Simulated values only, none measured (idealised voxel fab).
The process module presented herein is designated voxel gate over fins.
FYI the section here is cut, 275 nm wide, cells are 5 nm squares.
Format of a cross-section: grid, square cells. Given as bands. Order: top down. Band: one or more rows of cells.
Within each band entry, the heights of the top and of the bottom of the band appear first, in that order and in nm; the materials of the band then follow from left to right, each with its corresponding width in nm. The designation "all across" on a single material indicates that it fills the band from edge to edge; the designation "empty" indicates empty space.
For the purposes of this specification, 0 denotes the height below which the wafer in its as-received condition is composed wholly of one material, and the lowermost band, lacking a lower limit, extends downward without end, as expressed in "from 0 down".
Width "30->40": first value at the band's top row of cells, second value at its bottom row, equal change from row to row.
Key: "no alterations made" - step with no changed cell in the cross-section.
The entry titled "Sealed void listing" provides the empty spaces that have no open way to the top, restricted to those of 8 cells or more. Each is presented as width x height at distance, the distance being measured from the left edge, with all three in nm.
Step line, after settings: the simulator's comment on this step.
"overlay nm", when on a step's line for a step with a mask, measures how far to the right of its planned place the mask lay; a negative measure means to the left.
Planned step list for the process
- 1: RECEIVE [material Si]
- 2: CONFORMAL_DEP [material SiN] [thk nm 10]
- 3: PATTERN [tone cover] [mask id FINS] [material resist] [width nm 15] [pitch nm 50] [thk nm 15] [overlay nm -15]
- 4: DIRECTIONAL_ETCH [etch materials SiN] [depth nm 10]
- 5: DIRECTIONAL_ETCH [etch materials Si] [depth nm 40]
- 6: STRIP [etch materials resist]
- 7: OXIDIZE [depth nm 5]
- 8: FILL_DEP [material SiO2] [thk nm 5]
- 9: CMP [height nm 10]
- 10: DIRECTIONAL_DEP [material aC] [thk nm 10]
- 11: PATTERN [tone open] [mask id RAIL] [material resist] [width nm 15] [thk nm 30] [overlay nm 0]
- 12: DIRECTIONAL_ETCH [etch materials aC] [depth nm 10]
- 13: STRIP [etch materials resist]
- 14: DIRECTIONAL_ETCH [etch materials SiO2] [depth nm 45]
- 15: STRIP [etch materials aC]
- 16: CONFORMAL_DEP [material TiN] [thk nm 5]
- 17: FILL_DEP [material Ru] [thk nm 5]
- 18: CMP [height nm 10]
- 19: SELECTIVE_ETCH [etch materials W Ru TiN] [depth nm 30]
- 20: FILL_DEP [material SiO2] [thk nm 5]
- 21: CMP [height nm 10]
- 22: SELECTIVE_ETCH [etch materials SiO2] [depth nm 20]
- 23: STRIP [etch materials SiN]
- 24: CONFORMAL_DEP [material HfO2] [thk nm 5]
- 25: CONFORMAL_DEP [material TiN] [thk nm 5]
- 26: CONFORMAL_DEP [material TiAl] [thk nm 5]
- 27: CONFORMAL_DEP [material TiN] [thk nm 5]
- 28: FILL_DEP [material W] [thk nm 15]
- 29: CMP [height nm 30]
- 30: CONFORMAL_DEP [material SiCN] [thk nm 5]
Keep in mind the plan's value for the overlay nm of step 3 comes from the first wafer; the wafers don't share that setting, but they do share the same starting point.
Incoming state of the first of several wafers in cross-section: after step 1
  from 0 down  Si all across
  Sealed void listing: none
The cross-section of the first of several wafers is given below for the end of the module, after its final step, step 30
  from 35 to 30  SiCN all across
  from 30 to 20  W all across
  from 20 to 15  25 nm W  45 nm TiN  5 nm W  45 nm TiN  5 nm W  45 nm TiN  5 nm W  45 nm TiN  55 nm W
  from 15 to 10  25 nm W  5 nm TiN  35 nm TiAl  5 nm TiN  5 nm W  5 nm TiN  35 nm TiAl  5 nm TiN  5 nm W  5 nm TiN  35 nm TiAl  5 nm TiN  5 nm W  5 nm TiN  35 nm TiAl  5 nm TiN  55 nm W
  from 10 to 5  30 nm TiN  5 nm TiAl  25 nm TiN  5 nm TiAl  15 nm TiN  5 nm TiAl  25 nm TiN  5 nm TiAl  15 nm TiN  5 nm TiAl  25 nm TiN  5 nm TiAl  15 nm TiN  5 nm TiAl  25 nm TiN  5 nm TiAl  60 nm TiN
  from 5 to 0  35 nm TiAl  5 nm TiN  15 nm HfO2  5 nm TiN  25 nm TiAl  5 nm TiN  15 nm HfO2  5 nm TiN  25 nm TiAl  5 nm TiN  15 nm HfO2  5 nm TiN  25 nm TiAl  5 nm TiN  15 nm HfO2  5 nm TiN  65 nm TiAl
  from 0 to -5  40 nm TiN  5 nm HfO2  5 nm Si  5 nm HfO2  35 nm TiN  5 nm HfO2  5 nm Si  5 nm HfO2  35 nm TiN  5 nm HfO2  5 nm Si  5 nm HfO2  35 nm TiN  5 nm HfO2  5 nm Si  5 nm HfO2  70 nm TiN
  from -5 to -10  45 nm HfO2  5 nm Si  45 nm HfO2  5 nm Si  45 nm HfO2  5 nm Si  45 nm HfO2  5 nm Si  75 nm HfO2
  from -10 to -20  45 nm SiO2  5 nm Si  45 nm SiO2  5 nm Si  45 nm SiO2  5 nm Si  45 nm SiO2  5 nm Si  75 nm SiO2
  from -20 to -35  45 nm SiO2  5 nm Si  30 nm SiO2  10 nm TiN  5 nm SiO2  5 nm Si  45 nm SiO2  5 nm Si  45 nm SiO2  5 nm Si  75 nm SiO2
  from -35 to -45  45 nm SiO2  5 nm Si  45 nm SiO2  5 nm Si  45 nm SiO2  5 nm Si  45 nm SiO2  5 nm Si  75 nm SiO2
  from -45 down  Si all across
  Sealed void listing: none
End of module, last wafer sectioned
  from 35 to 30  SiCN all across
  from 30 to 20  W all across
  from 20 to 15  55 nm W  45 nm TiN  5 nm W  45 nm TiN  5 nm W  45 nm TiN  5 nm W  45 nm TiN  25 nm W
  from 15 to 10  55 nm W  5 nm TiN  35 nm TiAl  5 nm TiN  5 nm W  5 nm TiN  35 nm TiAl  5 nm TiN  5 nm W  5 nm TiN  35 nm TiAl  5 nm TiN  5 nm W  5 nm TiN  35 nm TiAl  5 nm TiN  25 nm W
  from 10 to 5  60 nm TiN  5 nm TiAl  25 nm TiN  5 nm TiAl  15 nm TiN  5 nm TiAl  25 nm TiN  5 nm TiAl  15 nm TiN  5 nm TiAl  25 nm TiN  5 nm TiAl  15 nm TiN  5 nm TiAl  25 nm TiN  5 nm TiAl  30 nm TiN
  from 5 to 0  65 nm TiAl  5 nm TiN  15 nm HfO2  5 nm TiN  25 nm TiAl  5 nm TiN  15 nm HfO2  5 nm TiN  25 nm TiAl  5 nm TiN  15 nm HfO2  5 nm TiN  25 nm TiAl  5 nm TiN  15 nm HfO2  5 nm TiN  35 nm TiAl
  from 0 to -5  70 nm TiN  5 nm HfO2  5 nm Si  5 nm HfO2  35 nm TiN  5 nm HfO2  5 nm Si  5 nm HfO2  35 nm TiN  5 nm HfO2  5 nm Si  5 nm HfO2  35 nm TiN  5 nm HfO2  5 nm Si  5 nm HfO2  40 nm TiN
  from -5 to -10  75 nm HfO2  5 nm Si  45 nm HfO2  5 nm Si  45 nm HfO2  5 nm Si  45 nm HfO2  5 nm Si  45 nm HfO2
  from -10 to -20  75 nm SiO2  5 nm Si  45 nm SiO2  5 nm Si  45 nm SiO2  5 nm Si  45 nm SiO2  5 nm Si  45 nm SiO2
  from -20 to -35  75 nm SiO2  5 nm Si  5 nm SiO2  10 nm TiN  30 nm SiO2  5 nm Si  45 nm SiO2  5 nm Si  45 nm SiO2  5 nm Si  45 nm SiO2
  from -35 to -45  75 nm SiO2  5 nm Si  45 nm SiO2  5 nm Si  45 nm SiO2  5 nm Si  45 nm SiO2  5 nm Si  45 nm SiO2
  from -45 down  Si all across
  Sealed void listing: none
What follows is a table in which each wafer occupies a row; for the wafer as it stands at the close of the module, the row states, material by material, how many cells have been gained (+) or lost (-) since receipt, and then gives its closed voids
overlay nm -15, +71 HfO2, -459 Si, +55 SiCN, +351 SiO2, +71 TiAl, +148 TiN, +148 W, Sealed void listing: none
overlay nm -10, +71 HfO2, +2 Ru, -459 Si, +55 SiCN, +348 SiO2, +71 TiAl, +149 TiN, +148 W, Sealed void listing: none
overlay nm -5, +71 HfO2, +2 Ru, -459 Si, +55 SiCN, +348 SiO2, +71 TiAl, +149 TiN, +148 W, Sealed void listing: none
overlay nm 0, +71 HfO2, +2 Ru, -459 Si, +55 SiCN, +348 SiO2, +71 TiAl, +149 TiN, +148 W, Sealed void listing: none
overlay nm 5, +71 HfO2, +2 Ru, -459 Si, +55 SiCN, +348 SiO2, +71 TiAl, +149 TiN, +148 W, Sealed void listing: none
overlay nm 10, +71 HfO2, +2 Ru, -459 Si, +55 SiCN, +348 SiO2, +71 TiAl, +149 TiN, +148 W, Sealed void listing: none
overlay nm 15, +71 HfO2, -459 Si, +55 SiCN, +351 SiO2, +71 TiAl, +148 TiN, +148 W, Sealed void listing: none
